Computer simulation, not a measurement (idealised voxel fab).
process module | voxel gate over fins
cross-section cut | 175 nm wide | cells 5 nm
A cross-section is a grid of square cells, given in bands from the top down. A band is one or more rows of cells.
Each band's line starts with the height of the band's top and of its bottom, in nm. Then come its materials from left to right, each with its width in nm. One material with "throughout" fills the band from edge to edge. "air" is empty space.
Height 0 is the level under which the wafer as received is all one material. The lowest band goes on downwards, as in "0 down".
A width such as "30 to 40" changes by the same amount from each row of cells to the next, from the band's top row to its bottom row.
"no change" after a step means that no cell of the cross-section changed.
closed voids: empty space of 8 cells or more with no open way to the top, each as width x height at its distance from the left edge, in nm
after a step's settings: what the simulator itself notes on the step
overlay nm, on a step with a mask: how far to the right of its planned place the mask lay; to the left if negative
plan
1 op RECEIVE | material Si
2 op CONFORMAL_DEP | material SiN | thk nm 5
3 op DIRECTIONAL_DEP | material aC | thk nm 15
4 op PATTERN | tone cover | mask id FINS | material resist | width nm 15 | pitch nm 35 | thk nm 35 | overlay nm 0
5 op DIRECTIONAL_ETCH | etch materials aC | depth nm 15
6 op STRIP | etch materials resist
7 op DIRECTIONAL_ETCH | etch materials SiN | depth nm 5
8 op DIRECTIONAL_ETCH | etch materials Si | depth nm 30
9 op STRIP | etch materials aC
10 op FILL_DEP | material SiO2 | thk nm 5
11 op CMP | height nm 5
12 op SELECTIVE_ETCH | etch materials SiO2 | depth nm 20
13 op STRIP | etch materials SiN
14 op CONFORMAL_DEP | material HfO2 | thk nm 5
15 op CONFORMAL_DEP | material TiN | thk nm 5
16 op FILL_DEP | material W | thk nm 10
17 op CMP | height nm 15
18 op CONFORMAL_DEP | material SiCN | thk nm 10
as received, after step 1
  0 down: Si throughout
  closed voids: none
first wafer at the end, as planned
  25 to 15: SiCN throughout
  15 to 10: W throughout
  10 to 5: W 50 | TiN 70 | W 55
  5 to 0: W 50 | TiN 5 | HfO2 25 | TiN 10 | HfO2 25 | TiN 5 | W 55
  0 to -5: W 50 | TiN 5 | HfO2 5 | Si 15 | HfO2 5 | TiN 10 | HfO2 5 | Si 15 | HfO2 5 | TiN 5 | W 55
  -5 to -10: TiN 55 | HfO2 5 | Si 15 | HfO2 5 | TiN 10 | HfO2 5 | Si 15 | HfO2 5 | TiN 60
  -10 to -15: HfO2 60 | Si 15 | HfO2 20 | Si 15 | HfO2 65
  -15 to -30: SiO2 60 | Si 15 | SiO2 20 | Si 15 | SiO2 65
  -30 down: Si throughout
  closed voids: none
second wafer at the end: like start, like plan, one mistake
  25 to 15: SiCN throughout
  15 to 10: W throughout
  10 to 5: W 60 | TiN 70 | W 45
  5 to 0: W 60 | TiN 5 | HfO2 25 | TiN 10 | HfO2 25 | TiN 5 | W 45
  0 to -5: W 60 | TiN 5 | HfO2 5 | Si 15 | HfO2 5 | TiN 10 | HfO2 5 | Si 15 | HfO2 5 | TiN 5 | W 45
  -5 to -10: TiN 65 | HfO2 5 | Si 15 | HfO2 5 | TiN 10 | HfO2 5 | Si 15 | HfO2 5 | TiN 50
  -10 to -15: HfO2 70 | Si 15 | HfO2 20 | Si 15 | HfO2 55
  -15 to -30: SiO2 70 | Si 15 | SiO2 20 | Si 15 | SiO2 55
  -30 down: Si throughout
  closed voids: none
what went wrong: step 4 ran as: op PATTERN | tone cover | mask id FINS | material resist | width nm 15 | pitch nm 35 | thk nm 35 | overlay nm 10
at the end the second wafer has, in cells: as many of each material as the first, in other places
